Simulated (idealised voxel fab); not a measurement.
You're looking at the process module voxel wiring stack.
The width of the displayed cross-section, cut, is 290 nm; its cells are square, with a size of 5 nm.
We lay out every cross-section as a grid of square cells and spell it out in bands from the top down, where one band means one or more rows of cells. What a band's entry tells you: where the top is and where the bottom is, as heights in nm, and after that what lies inside, material by material from left to right, each with its width in nm. Empty space is written as the word "empty", and a single material marked with the word "everywhere" occupies the band from edge to edge. Height 0 is the level under which the wafer as received is all one material. The lowest band goes on downwards, as in "0 -> down". Note: "30 to 40" means the width goes from the first number (top row of the band) to the second number (bottom row) in equal steps per row of cells. A step reported as "stayed the same" is a step in which no cell of the cross-section changed. Under "Closed voids list" you'll find the enclosed gaps, the ones with no way out to the top, that are 8 cells or bigger; each reads width x height at distance, with distance counted from the left edge, everything in nm. Text after the settings on a step's line: the simulator's own remark on that step. overlay nm: right-of-plan distance of the mask on a masked step; negative values mean left-of-plan. Note on reading: below, each pair holds a cross-section from before one process step and one from after it; the one from after shows only down to the lowest band that changed. Beneath the pair, the step in between is stated along with its settings. The pairs can stem from different runs of this module on the same starting wafer. Where a pair's entry headed "Before processing" says so, and only there, that pair continues from the pair above it.
**Before processing**
  90 -> 65: 105 of lowk, 25 of empty, 25 of lowk, 25 of empty, 110 of lowk
  65 -> 60: 105 of SiCN, 25 of empty, 25 of SiCN, 25 of empty, 110 of SiCN
  60 -> 40: 100 of SiO2, 25 of Ru, 165 of SiO2
  40 -> 35: 105 of SiCN, 15 of Ru, 170 of SiCN
  35 -> 20: 105 of SiO2, 25 of W, 25 of SiO2, 25 of W, 110 of SiO2
  20 -> 15: 105 of SiO2, 25 of TiN, 25 of SiO2, 25 of TiN, 110 of SiO2
  15 -> 0: SiO2 everywhere
  0 -> down: Si everywhere
  Closed voids list: none
**Sectional Result**
  95 -> 90: 110 of TiN, 15 of empty, 35 of TiN, 15 of empty, 115 of TiN
  90 -> 65: 105 of lowk, 5 of TiN, 15 of empty, 5 of TiN, 25 of lowk, 5 of TiN, 15 of empty, 5 of TiN, 110 of lowk
  65 -> 60: 105 of SiCN, 25 of TiN, 25 of SiCN, 25 of TiN, 110 of SiCN
  Heights below 60 show no change.
  Closed voids list: none
Step between the pre-process and post-process cross-sections given above: CONFORMAL_DEP (material TiN; thk nm 5)
Before processing: = after-state of the pair above.
**Sectional Result**
  100 -> 95: Ru everywhere
  95 -> 90: 110 of TiN, 15 of Ru, 35 of TiN, 15 of Ru, 115 of TiN
  90 -> 65: 105 of lowk, 5 of TiN, 15 of Ru, 5 of TiN, 25 of lowk, 5 of TiN, 15 of Ru, 5 of TiN, 110 of lowk
  Heights below 65 show no change.
  Closed voids list: none
Step between the pre-process and post-process cross-sections given above: FILL_DEP (material Ru; thk nm 5)
Before processing: = after-state of the pair above.
**Sectional Result**
  90 -> 65: 105 of lowk, 5 of TiN, 15 of Ru, 5 of TiN, 25 of lowk, 5 of TiN, 15 of Ru, 5 of TiN, 110 of lowk
  Heights below 65 show no change.
  Closed voids list: none
Step between the pre-process and post-process cross-sections given above: CMP (height nm 90)
Before processing: = after-state of the pair above.
**Sectional Result**
  95 -> 90: 100 of empty, 35 of Ru, 15 of empty, 35 of Ru, 105 of empty
  Heights below 90 show no change.
  Closed voids list: none
Step between the pre-process and post-process cross-sections given above: EPI (material Ru; thk nm 5)
Before processing: = after-state of the pair above.
**Sectional Result**
  100 -> 95: SiCN everywhere
  95 -> 90: 100 of SiCN, 35 of Ru, 15 of SiCN, 35 of Ru, 105 of SiCN
  Heights below 90 show no change.
  Closed voids list: none
Step between the pre-process and post-process cross-sections given above: FILL_DEP (material SiCN; thk nm 5)
Before processing: = after-state of the pair above.
**Sectional Result**
  120 -> 100: SiO2 everywhere
  Heights below 100 show no change.
  Closed voids list: none
Step between the pre-process and post-process cross-sections given above: DIRECTIONAL_DEP (material SiO2; thk nm 20)
Before processing: = after-state of the pair above.
**Sectional Result**
  130 -> 120: aC everywhere
  Heights below 120 show no change.
  Closed voids list: none
Step between the pre-process and post-process cross-sections given above: DIRECTIONAL_DEP (material aC; thk nm 10)
Before processing: = after-state of the pair above.
**Sectional Result**
  155 -> 130: 105 of resist, 15 of empty, 35 of resist, 15 of empty, 120 of resist
  Heights below 130 show no change.
  Closed voids list: none
Step between the pre-process and post-process cross-sections given above: PATTERN (tone open; mask id PLUG_2; material resist; width nm 15; pitch nm 50; thk nm 25; overlay nm 0)
Before processing: = after-state of the pair above.
**Sectional Result**
  145 -> 130: 105 of resist, 15 of empty, 35 of resist, 15 of empty, 120 of resist
  130 -> 120: 105 of aC, 15 of empty, 35 of aC, 15 of empty, 120 of aC
  Heights below 120 show no change.
  Closed voids list: none
Step between the pre-process and post-process cross-sections given above: DIRECTIONAL_ETCH (etch materials aC; depth nm 10)
Before processing: = after-state of the pair above.
**Sectional Result**
  130 -> 120: 105 of aC, 15 of empty, 35 of aC, 15 of empty, 120 of aC
  Heights below 120 show no change.
  Closed voids list: none
Step between the pre-process and post-process cross-sections given above: STRIP (etch materials resist)
Before processing: = after-state of the pair above.
**Sectional Result**
  130 -> 120: 105 of aC, 15 of empty, 35 of aC, 15 of empty, 120 of aC
  120 -> 100: 105 of SiO2, 15 of empty, 35 of SiO2, 15 of empty, 120 of SiO2
  Heights below 100 show no change.
  Closed voids list: none
Step between the pre-process and post-process cross-sections given above: DIRECTIONAL_ETCH (etch materials SiO2; depth nm 20)
Before processing: = after-state of the pair above.
**Sectional Result**
  130 -> 120: 105 of aC, 15 of empty, 35 of aC, 15 of empty, 120 of aC
  120 -> 100: 105 of SiO2, 15 of empty, 35 of SiO2, 15 of empty, 120 of SiO2
  100 -> 95: 105 of SiCN, 15 of empty, 35 of SiCN, 15 of empty, 120 of SiCN
  Heights below 95 show no change.
  Closed voids list: none
Step between the pre-process and post-process cross-sections given above: DIRECTIONAL_ETCH (etch materials SiCN; depth nm 5)
Before processing: = after-state of the pair above.
**Sectional Result**
  120 -> 100: 105 of SiO2, 15 of empty, 35 of SiO2, 15 of empty, 120 of SiO2
  Heights below 100 show no change.
  Closed voids list: none
Step between the pre-process and post-process cross-sections given above: STRIP (etch materials aC)
Before processing: = after-state of the pair above.
**Sectional Result**
  120 -> 105: 105 of SiO2, 15 of empty, 35 of SiO2, 15 of empty, 120 of SiO2
  105 -> 100: 105 of SiO2, 15 of Ru, 35 of SiO2, 15 of Ru, 120 of SiO2
  100 -> 90: 105 to 100 of SiCN, 15 to 35 of Ru, 35 to 15 of SiCN, 15 to 35 of Ru, 120 to 105 of SiCN
  Heights below 90 show no change.
  Closed voids list: none
Step between the pre-process and post-process cross-sections given above: EPI (material Ru; thk nm 10)
Before processing: = after-state of the pair above.
**Sectional Result**
  120 -> 115: 105 of SiO2, 15 of empty, 35 of SiO2, 15 of empty, 120 of SiO2
  115 -> 100: 105 of SiO2, 15 of Ru, 35 of SiO2, 15 of Ru, 120 of SiO2
  Heights below 100 show no change.
  Closed voids list: none
Step between the pre-process and post-process cross-sections given above: EPI (material Ru; thk nm 10)
Before processing: = after-state of the pair above.
**Sectional Result**
  120 -> 100: 105 of SiO2, 15 of Ru, 35 of SiO2, 15 of Ru, 120 of SiO2
  Heights below 100 show no change.
  Closed voids list: none
Step between the pre-process and post-process cross-sections given above: EPI (material Ru; thk nm 5)
Before processing: = after-state of the pair above.
**Sectional Result**
  125 -> 120: SiCN everywhere
  Heights below 120 show no change.
  Closed voids list: none
Step between the pre-process and post-process cross-sections given above: CONFORMAL_DEP (material SiCN; thk nm 5)
Before processing: = after-state of the pair above.
**Sectional Result**
  150 -> 125: SiO2 everywhere
  Heights below 125 show no change.
  Closed voids list: none
Step between the pre-process and post-process cross-sections given above: DIRECTIONAL_DEP (material SiO2; thk nm 25)
Before processing: = after-state of the pair above.
**Sectional Result**
  165 -> 150: aC everywhere
  Heights below 150 show no change.
  Closed voids list: none
Step between the pre-process and post-process cross-sections given above: DIRECTIONAL_DEP (material aC; thk nm 15)
Before processing: = after-state of the pair above.
**Sectional Result**
  200 -> 165: 105 of resist, 25 of empty, 25 of resist, 25 of empty, 110 of resist
  Heights below 165 show no change.
  Closed voids list: none
Step between the pre-process and post-process cross-sections given above: PATTERN (tone open; mask id METAL_3; material resist; width nm 25; pitch nm 50; thk nm 35; overlay nm 0)
Before processing: = after-state of the pair above.
**Sectional Result**
  185 -> 165: 105 of resist, 25 of empty, 25 of resist, 25 of empty, 110 of resist
  165 -> 150: 105 of aC, 25 of empty, 25 of aC, 25 of empty, 110 of aC
  Heights below 150 show no change.
  Closed voids list: none
Step between the pre-process and post-process cross-sections given above: DIRECTIONAL_ETCH (etch materials aC; depth nm 15)
Before processing: = after-state of the pair above.
**Sectional Result**
  165 -> 150: 105 of aC, 25 of empty, 25 of aC, 25 of empty, 110 of aC
  Heights below 150 show no change.
  Closed voids list: none
Step between the pre-process and post-process cross-sections given above: STRIP (etch materials resist)
Before processing: = after-state of the pair above.
**Sectional Result**
  165 -> 150: 105 of aC, 25 of empty, 25 of aC, 25 of empty, 110 of aC
  150 -> 125: 105 of SiO2, 25 of empty, 25 of SiO2, 25 of empty, 110 of SiO2
  Heights below 125 show no change.
  Closed voids list: none
Step between the pre-process and post-process cross-sections given above: DIRECTIONAL_ETCH (etch materials SiO2; depth nm 25)
Before processing: = after-state of the pair above.
**Sectional Result**
  165 -> 150: 105 of aC, 25 of empty, 25 of aC, 25 of empty, 110 of aC
  150 -> 125: 105 of SiO2, 25 of empty, 25 of SiO2, 25 of empty, 110 of SiO2
  125 -> 120: 105 of SiCN, 25 of empty, 25 of SiCN, 25 of empty, 110 of SiCN
  Heights below 120 show no change.
  Closed voids list: none
Step between the pre-process and post-process cross-sections given above: DIRECTIONAL_ETCH (etch materials SiCN; depth nm 5)
Before processing: = after-state of the pair above.
**Sectional Result**
  150 -> 125: 105 of SiO2, 25 of empty, 25 of SiO2, 25 of empty, 110 of SiO2
  Heights below 125 show no change.
  Closed voids list: none
Step between the pre-process and post-process cross-sections given above: STRIP (etch materials aC)
Before processing: = after-state of the pair above.
**Sectional Result**
  155 -> 150: 110 of TiN, 15 of empty, 35 of TiN, 15 of empty, 115 of TiN
  150 -> 125: 105 of SiO2, 5 of TiN, 15 of empty, 5 of TiN, 25 of SiO2, 5 of TiN, 15 of empty, 5 of TiN, 110 of SiO2
  125 -> 120: 105 of SiCN, 25 of TiN, 25 of SiCN, 25 of TiN, 110 of SiCN
  Heights below 120 show no change.
  Closed voids list: none
Step between the pre-process and post-process cross-sections given above: CONFORMAL_DEP (material TiN; thk nm 5)
Before processing: = after-state of the pair above.
**Sectional Result**
  160 -> 155: Cu everywhere
  155 -> 150: 110 of TiN, 15 of Cu, 35 of TiN, 15 of Cu, 115 of TiN
  150 -> 125: 105 of SiO2, 5 of TiN, 15 of Cu, 5 of TiN, 25 of SiO2, 5 of TiN, 15 of Cu, 5 of TiN, 110 of SiO2
  Heights below 125 show no change.
  Closed voids list: none
Step between the pre-process and post-process cross-sections given above: FILL_DEP (material Cu; thk nm 5)
Before processing: = after-state of the pair above.
**Sectional Result**
  150 -> 125: 105 of SiO2, 5 of TiN, 15 of Cu, 5 of TiN, 25 of SiO2, 5 of TiN, 15 of Cu, 5 of TiN, 110 of SiO2
  Heights below 125 show no change.
  Closed voids list: none
Step between the pre-process and post-process cross-sections given above: CMP (height nm 150)
Before processing: = after-state of the pair above.
**Sectional Result**
  155 -> 150: SiN everywhere
  Heights below 150 show no change.
  Closed voids list: none
Step between the pre-process and post-process cross-sections given above: CONFORMAL_DEP (material SiN; thk nm 5)
**Before processing**
  130 -> 120: aC everywhere
  120 -> 100: SiO2 everywhere
  100 -> 95: SiCN everywhere
  95 -> 90: 100 of SiCN, 35 of Ru, 15 of SiCN, 35 of Ru, 105 of SiCN
  90 -> 65: 105 of lowk, 5 of TiN, 15 of Ru, 5 of TiN, 25 of lowk, 5 of TiN, 15 of Ru, 5 of TiN, 110 of lowk
  65 -> 60: 105 of SiCN, 25 of TiN, 25 of SiCN, 25 of TiN, 110 of SiCN
  60 -> 40: 105 of SiO2, 15 of Ru, 170 of SiO2
  40 -> 35: 105 of SiCN, 15 of Ru, 170 of SiCN
  35 -> 20: 105 of SiO2, 25 of W, 25 of SiO2, 25 of W, 110 of SiO2
  20 -> 15: 105 of SiO2, 25 of TiN, 25 of SiO2, 25 of TiN, 110 of SiO2
  15 -> 0: SiO2 everywhere
  0 -> down: Si everywhere
  Closed voids list: none
**Sectional Result**
  155 -> 130: 110 of resist, 15 of empty, 35 of resist, 15 of empty, 115 of resist
  Heights below 130 show no change.
  Closed voids list: none
Step between the pre-process and post-process cross-sections given above: PATTERN (tone open; mask id PLUG_2; material resist; width nm 15; pitch nm 50; thk nm 25; overlay nm 5)
Before processing: = after-state of the pair above.
**Sectional Result**
  145 -> 130: 110 of resist, 15 of empty, 35 of resist, 15 of empty, 115 of resist
  130 -> 120: 110 of aC, 15 of empty, 35 of aC, 15 of empty, 115 of aC
  Heights below 120 show no change.
  Closed voids list: none
Step between the pre-process and post-process cross-sections given above: DIRECTIONAL_ETCH (etch materials aC; depth nm 10)
Before processing: = after-state of the pair above.
**Sectional Result**
  130 -> 120: 110 of aC, 15 of empty, 35 of aC, 15 of empty, 115 of aC
  Heights below 120 show no change.
  Closed voids list: none
Step between the pre-process and post-process cross-sections given above: STRIP (etch materials resist)
Before processing: = after-state of the pair above.
**Sectional Result**
  130 -> 120: 110 of aC, 15 of empty, 35 of aC, 15 of empty, 115 of aC
  120 -> 100: 110 of SiO2, 15 of empty, 35 of SiO2, 15 of empty, 115 of SiO2
  Heights below 100 show no change.
  Closed voids list: none
Step between the pre-process and post-process cross-sections given above: DIRECTIONAL_ETCH (etch materials SiO2; depth nm 20)
Before processing: = after-state of the pair above.
**Sectional Result**
  130 -> 120: 110 of aC, 15 of empty, 35 of aC, 15 of empty, 115 of aC
  120 -> 100: 110 of SiO2, 15 of empty, 35 of SiO2, 15 of empty, 115 of SiO2
  100 -> 95: 110 of SiCN, 15 of empty, 35 of SiCN, 15 of empty, 115 of SiCN
  Heights below 95 show no change.
  Closed voids list: none
Step between the pre-process and post-process cross-sections given above: DIRECTIONAL_ETCH (etch materials SiCN; depth nm 5)
Before processing: = after-state of the pair above.
**Sectional Result**
  120 -> 100: 110 of SiO2, 15 of empty, 35 of SiO2, 15 of empty, 115 of SiO2
  Heights below 100 show no change.
  Closed voids list: none
Step between the pre-process and post-process cross-sections given above: STRIP (etch materials aC)
Before processing: = after-state of the pair above.
**Sectional Result**
  120 -> 105: 110 of SiO2, 15 of empty, 35 of SiO2, 15 of empty, 115 of SiO2
  105 -> 100: 110 of SiO2, 15 of Ru, 35 of SiO2, 15 of Ru, 115 of SiO2
  100 -> 90: 110 to 100 of SiCN, 15 to 35 of Ru, 35 to 15 of SiCN, 15 to 35 of Ru, 115 to 105 of SiCN
  Heights below 90 show no change.
  Closed voids list: none
Step between the pre-process and post-process cross-sections given above: EPI (material Ru; thk nm 10)
Before processing: = after-state of the pair above.
**Sectional Result**
  120 -> 115: 110 of SiO2, 15 of empty, 35 of SiO2, 15 of empty, 115 of SiO2
  115 -> 100: 110 of SiO2, 15 of Ru, 35 of SiO2, 15 of Ru, 115 of SiO2
  Heights below 100 show no change.
  Closed voids list: none
Step between the pre-process and post-process cross-sections given above: EPI (material Ru; thk nm 10)
Before processing: = after-state of the pair above.
**Sectional Result**
  120 -> 100: 110 of SiO2, 15 of Ru, 35 of SiO2, 15 of Ru, 115 of SiO2
  Heights below 100 show no change.
  Closed voids list: none
Step between the pre-process and post-process cross-sections given above: EPI (material Ru; thk nm 5)
Before processing: = after-state of the pair above.
**Sectional Result**
  125 -> 120: SiCN everywhere
  Heights below 120 show no change.
  Closed voids list: none
Step between the pre-process and post-process cross-sections given above: CONFORMAL_DEP (material SiCN; thk nm 5)
Before processing: = after-state of the pair above.
**Sectional Result**
  150 -> 125: SiO2 everywhere
  Heights below 125 show no change.
  Closed voids list: none
Step between the pre-process and post-process cross-sections given above: DIRECTIONAL_DEP (material SiO2; thk nm 25)
Before processing: = after-state of the pair above.
**Sectional Result**
  165 -> 150: aC everywhere
  Heights below 150 show no change.
  Closed voids list: none
Step between the pre-process and post-process cross-sections given above: DIRECTIONAL_DEP (material aC; thk nm 15)
Before processing: = after-state of the pair above.
**Sectional Result**
  200 -> 165: 105 of resist, 25 of empty, 25 of resist, 25 of empty, 110 of resist
  Heights below 165 show no change.
  Closed voids list: none
Step between the pre-process and post-process cross-sections given above: PATTERN (tone open; mask id METAL_3; material resist; width nm 25; pitch nm 50; thk nm 35; overlay nm 0)
Before processing: = after-state of the pair above.
**Sectional Result**
  185 -> 165: 105 of resist, 25 of empty, 25 of resist, 25 of empty, 110 of resist
  165 -> 150: 105 of aC, 25 of empty, 25 of aC, 25 of empty, 110 of aC
  Heights below 150 show no change.
  Closed voids list: none
Step between the pre-process and post-process cross-sections given above: DIRECTIONAL_ETCH (etch materials aC; depth nm 15)
Before processing: = after-state of the pair above.
**Sectional Result**
  165 -> 150: 105 of aC, 25 of empty, 25 of aC, 25 of empty, 110 of aC
  Heights below 150 show no change.
  Closed voids list: none
Step between the pre-process and post-process cross-sections given above: STRIP (etch materials resist)
Before processing: = after-state of the pair above.
**Sectional Result**
  165 -> 150: 105 of aC, 25 of empty, 25 of aC, 25 of empty, 110 of aC
  150 -> 125: 105 of SiO2, 25 of empty, 25 of SiO2, 25 of empty, 110 of SiO2
  Heights below 125 show no change.
  Closed voids list: none
Step between the pre-process and post-process cross-sections given above: DIRECTIONAL_ETCH (etch materials SiO2; depth nm 25)
Before processing: = after-state of the pair above.
**Sectional Result**
  165 -> 150: 105 of aC, 25 of empty, 25 of aC, 25 of empty, 110 of aC
  150 -> 125: 105 of SiO2, 25 of empty, 25 of SiO2, 25 of empty, 110 of SiO2
  125 -> 120: 105 of SiCN, 25 of empty, 25 of SiCN, 25 of empty, 110 of SiCN
  Heights below 120 show no change.
  Closed voids list: none
Step between the pre-process and post-process cross-sections given above: DIRECTIONAL_ETCH (etch materials SiCN; depth nm 5)
Before processing: = after-state of the pair above.
**Sectional Result**
  150 -> 125: 105 of SiO2, 25 of empty, 25 of SiO2, 25 of empty, 110 of SiO2
  Heights below 125 show no change.
  Closed voids list: none
Step between the pre-process and post-process cross-sections given above: STRIP (etch materials aC)
Before processing: = after-state of the pair above.
**Sectional Result**
  155 -> 150: 110 of TiN, 15 of empty, 35 of TiN, 15 of empty, 115 of TiN
  150 -> 125: 105 of SiO2, 5 of TiN, 15 of empty, 5 of TiN, 25 of SiO2, 5 of TiN, 15 of empty, 5 of TiN, 110 of SiO2
  125 -> 120: 105 of SiCN, 25 of TiN, 25 of SiCN, 25 of TiN, 110 of SiCN
  Heights below 120 show no change.
  Closed voids list: none
Step between the pre-process and post-process cross-sections given above: CONFORMAL_DEP (material TiN; thk nm 5)
Before processing: = after-state of the pair above.
**Sectional Result**
  160 -> 155: Cu everywhere
  155 -> 150: 110 of TiN, 15 of Cu, 35 of TiN, 15 of Cu, 115 of TiN
  150 -> 125: 105 of SiO2, 5 of TiN, 15 of Cu, 5 of TiN, 25 of SiO2, 5 of TiN, 15 of Cu, 5 of TiN, 110 of SiO2
  Heights below 125 show no change.
  Closed voids list: none
Step between the pre-process and post-process cross-sections given above: FILL_DEP (material Cu; thk nm 5)
Before processing: = after-state of the pair above.
**Sectional Result**
  150 -> 125: 105 of SiO2, 5 of TiN, 15 of Cu, 5 of TiN, 25 of SiO2, 5 of TiN, 15 of Cu, 5 of TiN, 110 of SiO2
  Heights below 125 show no change.
  Closed voids list: none
Step between the pre-process and post-process cross-sections given above: CMP (height nm 150)
Before processing: = after-state of the pair above.
**Sectional Result**
  155 -> 150: SiN everywhere
  Heights below 150 show no change.
  Closed voids list: none
Step between the pre-process and post-process cross-sections given above: CONFORMAL_DEP (material SiN; thk nm 5)
**Before processing**
  65 -> 60: SiCN everywhere
  60 -> 40: 105 of SiO2, 15 of Ru, 170 of SiO2
  40 -> 35: 105 of SiCN, 15 of Ru, 170 of SiCN
  35 -> 20: 105 of SiO2, 25 of W, 25 of SiO2, 25 of W, 110 of SiO2
  20 -> 15: 105 of SiO2, 25 of TiN, 25 of SiO2, 25 of TiN, 110 of SiO2
  15 -> 0: SiO2 everywhere
  0 -> down: Si everywhere
  Closed voids list: none
**Sectional Result**
  90 -> 65: Cu everywhere
  Heights below 65 show no change.
  Closed voids list: none
Step between the pre-process and post-process cross-sections given above: DIRECTIONAL_DEP (material Cu; thk nm 25)
Before processing: = after-state of the pair above.
**Sectional Result**
  110 -> 90: 105 of resist, 25 of empty, 25 of resist, 25 of empty, 110 of resist
  Heights below 90 show no change.
  Closed voids list: none
Step between the pre-process and post-process cross-sections given above: PATTERN (tone open; mask id METAL_2; material resist; width nm 25; pitch nm 50; thk nm 20; overlay nm 0)
Before processing: = after-state of the pair above.
**Sectional Result**
  90 -> 65: Cu everywhere
  Heights below 65 show no change.
  Closed voids list: none
Step between the pre-process and post-process cross-sections given above: STRIP (etch materials resist)
Before processing: = after-state of the pair above.
**Sectional Result**
  95 -> 90: TiN everywhere
  Heights below 90 show no change.
  Closed voids list: none
Step between the pre-process and post-process cross-sections given above: CONFORMAL_DEP (material TiN; thk nm 5)
Before processing: = after-state of the pair above.
**Sectional Result**
  100 -> 95: Ru everywhere
  Heights below 95 show no change.
  Closed voids list: none
Step between the pre-process and post-process cross-sections given above: FILL_DEP (material Ru; thk nm 5)
Before processing: = after-state of the pair above.
**Sectional Result**
  90 -> 65: Cu everywhere
  Heights below 65 show no change.
  Closed voids list: none
Step between the pre-process and post-process cross-sections given above: CMP (height nm 90)
Before processing: = after-state of the pair above.
**Sectional Result**
  95 -> 90: Ru everywhere
  Heights below 90 show no change.
  Closed voids list: none
Step between the pre-process and post-process cross-sections given above: EPI (material Ru; thk nm 5)
Before processing: = after-state of the pair above.
**Sectional Result**
  100 -> 95: SiCN everywhere
  Heights below 95 show no change.
  Closed voids list: none
Step between the pre-process and post-process cross-sections given above: FILL_DEP (material SiCN; thk nm 5)
Before processing: = after-state of the pair above.
**Sectional Result**
  120 -> 100: SiO2 everywhere
  Heights below 100 show no change.
  Closed voids list: none
Step between the pre-process and post-process cross-sections given above: DIRECTIONAL_DEP (material SiO2; thk nm 20)
Before processing: = after-state of the pair above.
**Sectional Result**
  130 -> 120: aC everywhere
  Heights below 120 show no change.
  Closed voids list: none
Step between the pre-process and post-process cross-sections given above: DIRECTIONAL_DEP (material aC; thk nm 10)
Before processing: = after-state of the pair above.
**Sectional Result**
  155 -> 130: 105 of resist, 15 of empty, 35 of resist, 15 of empty, 120 of resist
  Heights below 130 show no change.
  Closed voids list: none
Step between the pre-process and post-process cross-sections given above: PATTERN (tone open; mask id PLUG_2; material resist; width nm 15; pitch nm 50; thk nm 25; overlay nm 0)
Before processing: = after-state of the pair above.
**Sectional Result**
  145 -> 130: 105 of resist, 15 of empty, 35 of resist, 15 of empty, 120 of resist
  130 -> 120: 105 of aC, 15 of empty, 35 of aC, 15 of empty, 120 of aC
  Heights below 120 show no change.
  Closed voids list: none
Step between the pre-process and post-process cross-sections given above: DIRECTIONAL_ETCH (etch materials aC; depth nm 10)
Before processing: = after-state of the pair above.
**Sectional Result**
  130 -> 120: 105 of aC, 15 of empty, 35 of aC, 15 of empty, 120 of aC
  Heights below 120 show no change.
  Closed voids list: none
Step between the pre-process and post-process cross-sections given above: STRIP (etch materials resist)
Before processing: = after-state of the pair above.
**Sectional Result**
  130 -> 120: 105 of aC, 15 of empty, 35 of aC, 15 of empty, 120 of aC
  120 -> 100: 105 of SiO2, 15 of empty, 35 of SiO2, 15 of empty, 120 of SiO2
  Heights below 100 show no change.
  Closed voids list: none
Step between the pre-process and post-process cross-sections given above: DIRECTIONAL_ETCH (etch materials SiO2; depth nm 20)
Before processing: = after-state of the pair above.
**Sectional Result**
  130 -> 120: 105 of aC, 15 of empty, 35 of aC, 15 of empty, 120 of aC
  120 -> 100: 105 of SiO2, 15 of empty, 35 of SiO2, 15 of empty, 120 of SiO2
  100 -> 95: 105 of SiCN, 15 of empty, 35 of SiCN, 15 of empty, 120 of SiCN
  Heights below 95 show no change.
  Closed voids list: none
Step between the pre-process and post-process cross-sections given above: DIRECTIONAL_ETCH (etch materials SiCN; depth nm 5)
Before processing: = after-state of the pair above.
**Sectional Result**
  120 -> 100: 105 of SiO2, 15 of empty, 35 of SiO2, 15 of empty, 120 of SiO2
  Heights below 100 show no change.
  Closed voids list: none
Step between the pre-process and post-process cross-sections given above: STRIP (etch materials aC)
Before processing: = after-state of the pair above.
**Sectional Result**
  120 -> 105: 105 of SiO2, 15 of empty, 35 of SiO2, 15 of empty, 120 of SiO2
  105 -> 100: 105 of SiO2, 15 of Ru, 35 of SiO2, 15 of Ru, 120 of SiO2
  100 -> 95: 105 of SiCN, 15 of Ru, 35 of SiCN, 15 of Ru, 120 of SiCN
  Heights below 95 show no change.
  Closed voids list: none
Step between the pre-process and post-process cross-sections given above: EPI (material Ru; thk nm 10)
Before processing: = after-state of the pair above.
**Sectional Result**
  120 -> 115: 105 of SiO2, 15 of empty, 35 of SiO2, 15 of empty, 120 of SiO2
  115 -> 100: 105 of SiO2, 15 of Ru, 35 of SiO2, 15 of Ru, 120 of SiO2
  Heights below 100 show no change.
  Closed voids list: none
Step between the pre-process and post-process cross-sections given above: EPI (material Ru; thk nm 10)
Before processing: = after-state of the pair above.
**Sectional Result**
  120 -> 100: 105 of SiO2, 15 of Ru, 35 of SiO2, 15 of Ru, 120 of SiO2
  Heights below 100 show no change.
  Closed voids list: none
Step between the pre-process and post-process cross-sections given above: EPI (material Ru; thk nm 5)
Before processing: = after-state of the pair above.
**Sectional Result**
  125 -> 120: SiCN everywhere
  Heights below 120 show no change.
  Closed voids list: none
Step between the pre-process and post-process cross-sections given above: CONFORMAL_DEP (material SiCN; thk nm 5)
Before processing: = after-state of the pair above.
**Sectional Result**
  150 -> 125: SiO2 everywhere
  Heights below 125 show no change.
  Closed voids list: none
Step between the pre-process and post-process cross-sections given above: DIRECTIONAL_DEP (material SiO2; thk nm 25)
Before processing: = after-state of the pair above.
**Sectional Result**
  165 -> 150: aC everywhere
  Heights below 150 show no change.
  Closed voids list: none
Step between the pre-process and post-process cross-sections given above: DIRECTIONAL_DEP (material aC; thk nm 15)
Before processing: = after-state of the pair above.
**Sectional Result**
  200 -> 165: 105 of resist, 25 of empty, 25 of resist, 25 of empty, 110 of resist
  Heights below 165 show no change.
  Closed voids list: none
Step between the pre-process and post-process cross-sections given above: PATTERN (tone open; mask id METAL_3; material resist; width nm 25; pitch nm 50; thk nm 35; overlay nm 0)
Before processing: = after-state of the pair above.
**Sectional Result**
  185 -> 165: 105 of resist, 25 of empty, 25 of resist, 25 of empty, 110 of resist
  165 -> 150: 105 of aC, 25 of empty, 25 of aC, 25 of empty, 110 of aC
  Heights below 150 show no change.
  Closed voids list: none
Step between the pre-process and post-process cross-sections given above: DIRECTIONAL_ETCH (etch materials aC; depth nm 15)
Before processing: = after-state of the pair above.
**Sectional Result**
  165 -> 150: 105 of aC, 25 of empty, 25 of aC, 25 of empty, 110 of aC
  Heights below 150 show no change.
  Closed voids list: none
Step between the pre-process and post-process cross-sections given above: STRIP (etch materials resist)
Before processing: = after-state of the pair above.
**Sectional Result**
  165 -> 150: 105 of aC, 25 of empty, 25 of aC, 25 of empty, 110 of aC
  150 -> 125: 105 of SiO2, 25 of empty, 25 of SiO2, 25 of empty, 110 of SiO2
  Heights below 125 show no change.
  Closed voids list: none
Step between the pre-process and post-process cross-sections given above: DIRECTIONAL_ETCH (etch materials SiO2; depth nm 25)
Before processing: = after-state of the pair above.
**Sectional Result**
  165 -> 150: 105 of aC, 25 of empty, 25 of aC, 25 of empty, 110 of aC
  150 -> 125: 105 of SiO2, 25 of empty, 25 of SiO2, 25 of empty, 110 of SiO2
  125 -> 120: 105 of SiCN, 25 of empty, 25 of SiCN, 25 of empty, 110 of SiCN
  Heights below 120 show no change.
  Closed voids list: none
Step between the pre-process and post-process cross-sections given above: DIRECTIONAL_ETCH (etch materials SiCN; depth nm 5)
Before processing: = after-state of the pair above.
**Sectional Result**
  150 -> 125: 105 of SiO2, 25 of empty, 25 of SiO2, 25 of empty, 110 of SiO2
  Heights below 125 show no change.
  Closed voids list: none
Step between the pre-process and post-process cross-sections given above: STRIP (etch materials aC)
Before processing: = after-state of the pair above.
**Sectional Result**
  155 -> 150: 110 of TiN, 15 of empty, 35 of TiN, 15 of empty, 115 of TiN
  150 -> 125: 105 of SiO2, 5 of TiN, 15 of empty, 5 of TiN, 25 of SiO2, 5 of TiN, 15 of empty, 5 of TiN, 110 of SiO2
  125 -> 120: 105 of SiCN, 25 of TiN, 25 of SiCN, 25 of TiN, 110 of SiCN
  Heights below 120 show no change.
  Closed voids list: none
Step between the pre-process and post-process cross-sections given above: CONFORMAL_DEP (material TiN; thk nm 5)
Before processing: = after-state of the pair above.
**Sectional Result**
  160 -> 155: Cu everywhere
  155 -> 150: 110 of TiN, 15 of Cu, 35 of TiN, 15 of Cu, 115 of TiN
  150 -> 125: 105 of SiO2, 5 of TiN, 15 of Cu, 5 of TiN, 25 of SiO2, 5 of TiN, 15 of Cu, 5 of TiN, 110 of SiO2
  Heights below 125 show no change.
  Closed voids list: none
Step between the pre-process and post-process cross-sections given above: FILL_DEP (material Cu; thk nm 5)
Before processing: = after-state of the pair above.
**Sectional Result**
  150 -> 125: 105 of SiO2, 5 of TiN, 15 of Cu, 5 of TiN, 25 of SiO2, 5 of TiN, 15 of Cu, 5 of TiN, 110 of SiO2
  Heights below 125 show no change.
  Closed voids list: none
Step between the pre-process and post-process cross-sections given above: CMP (height nm 150)
Before processing: = after-state of the pair above.
**Sectional Result**
  155 -> 150: SiN everywhere
  Heights below 150 show no change.
  Closed voids list: none
Step between the pre-process and post-process cross-sections given above: CONFORMAL_DEP (material SiN; thk nm 5)
